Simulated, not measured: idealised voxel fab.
Title: Process Module voxel released beams
cross-section cut | 245 nm wide | cells 5 nm
We lay out every cross-section as a grid of square cells and spell it out in bands from the top down, where one band means one or more rows of cells. Each band's line starts with the height of the band's top and of its bottom, in nm. Then come its materials from left to right, each with its width in nm. One material with "everywhere" fills the band from edge to edge. "empty" is empty space. Ref level 0: as-received wafer is one material below here. Bottom band extends down with no lower bound ("0 and below"). A width given as "30 to 40" starts at the first number in the band's top row and ends at the second number in its bottom row, shifting by an equal amount at every step from row to row. Reading "stayed the same" for a step: not a cell of the cross-section changed in it. "Enclosed void listing" specifies each empty space that is not open to the top and that occupies no fewer than 8 cells, using the form width x height at distance, the distance measured from the left edge and all three quantities in nm. On a step's line, text after the settings is the simulator commenting on that step. overlay nm: on a step with a mask, how far right of its planned place the mask lay; negative means left.

# Listed below are the process steps as planned
1: RECEIVE (material Si)
2: CONFORMAL_DEP (material Al2O3; thk nm 5)
3: DIRECTIONAL_DEP (material SiO2; thk nm 15)
4: DIRECTIONAL_DEP (material aC; thk nm 10)
5: PATTERN (tone open; mask id ANCHOR; material resist; width nm 25; thk nm 30; overlay nm 0)
6: DIRECTIONAL_ETCH (etch materials aC; depth nm 10)
7: STRIP (etch materials resist)
8: DIRECTIONAL_ETCH (etch materials SiO2; depth nm 15)
9: STRIP (etch materials aC)
10: CONFORMAL_DEP (material polySi; thk nm 10)
11: DIRECTIONAL_DEP (material aC; thk nm 15)
12: PATTERN (tone cover; mask id BEAM; material resist; width nm 70; thk nm 30; overlay nm 0)
13: DIRECTIONAL_ETCH (etch materials aC; depth nm 15)
14: STRIP (etch materials resist)
15: DIRECTIONAL_ETCH (etch materials polySi; depth nm 10)
16: STRIP (etch materials aC)
17: STRIP (etch materials SiO2)
Keep in mind the plan's value for the width nm of step 12 comes from the first wafer; the wafers don't share that setting, but they do share the same starting point.

# Step 1 complete: as-received cross-section of the first of several wafers
- 0 and below  Si everywhere
- Enclosed void listing: none

# Quick look at the cross-section of the first of several wafers after step 17, which wraps up the module
- 30 down to 20  empty 85  polySi 10  empty 5  polySi 55  empty 90
- 20 down to 15  empty 85  polySi 10  empty 5  polySi 10  empty 135
- 15 down to 5  empty 85  polySi 25  empty 135
- 5 down to 0  Al2O3 everywhere
- 0 and below  Si everywhere
- Enclosed void listing: none

# Wafer cross-section (last wafer, module end)
- 30 down to 20  empty 75  polySi 20  empty 5  polySi 70  empty 75
- 20 down to 15  empty 85  polySi 10  empty 5  polySi 10  empty 135
- 15 down to 5  empty 85  polySi 25  empty 135
- 5 down to 0  Al2O3 everywhere
- 0 and below  Si everywhere
- Enclosed void listing: none

# Quick key for the table: a row per wafer, taken at the end of the module. For each material it tells you how many cells the wafer gained (+) or lost (-) since it came in, and the closed voids come after
width nm 70, +49 Al2O3, +40 polySi, Enclosed void listing: none
width nm 75, +49 Al2O3, +42 polySi, Enclosed void listing: none
width nm 80, +49 Al2O3, +44 polySi, Enclosed void listing: none
width nm 85, +49 Al2O3, +46 polySi, Enclosed void listing: none
width nm 90, +49 Al2O3, +48 polySi, Enclosed void listing: none
width nm 95, +49 Al2O3, +50 polySi, Enclosed void listing: none
